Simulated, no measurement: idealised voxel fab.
Process module under the name voxel tone inversion
215 nm wide, 5 nm square cells: that's cross-section cut.
Format of a cross-section: grid, square cells. Given as bands. Order: top down. Band: one or more rows of cells.
Read a band's entry like this: the first values are the height of its top and the height of its bottom in nm, and what follows is the sequence of materials from left to right, each with its width in nm. Note that "air" is empty space, and that a single material marked "full width" reaches across the band from edge to edge.
All heights in this document are referenced to 0, defined as the level beneath which the wafer, as received, consists entirely of one material. The lowest band is not bounded below; it extends indefinitely downward and is written in the form "0..down".
The expression "30->40" gives the width at the extremes of the band, the first number at its top row of cells and the second at its bottom row, with the width changing by equal amounts from each row to the next in between.
Where a step carries "no change", the cross-section came out of it unchanged, cell for cell.
"Entrapped void list" lists enclosed empty spaces (at least 8 cells, no open path upward to the top), each as width x height at distance from the left edge, in nm.
On a step's line, text after the settings is the simulator commenting on that step.
What "overlay nm" on a step's line means: if the step has a mask, that mask lay this far to the right of its planned place, or, when the value is negative, to the left.

[Here's what the planned process steps look like]
step 1: RECEIVE, material Si
step 2: CONFORMAL_DEP, material SiCN, thk nm 5
step 3: DIRECTIONAL_DEP, material polySi, thk nm 25
step 4: PATTERN, tone cover, mask id POSTS, material resist, width nm 20, pitch nm 45, thk nm 35, overlay nm 0
step 5: DIRECTIONAL_ETCH, etch materials polySi, depth nm 25
step 6: STRIP, etch materials resist
step 7: FILL_DEP, material SiO2, thk nm 10
step 8: CMP, height nm 30
step 9: STRIP, etch materials polySi

[Cross-section of the wafer at receipt, which is the condition after step 1]
    0..down = Si full width
    Entrapped void list: none

[Starting structure and process plan are as shown above, but one mistake was made in running the module; the wafer cross-section at the end of the module follows]
    30..25 = SiO2 full width
    25..0 = 75 SiO2, 20 polySi, 25 SiO2, 20 polySi, 75 SiO2
    0..down = Si full width
    Entrapped void list: none
The plan and the run diverged here: plan step 2 never ran because it was skipped
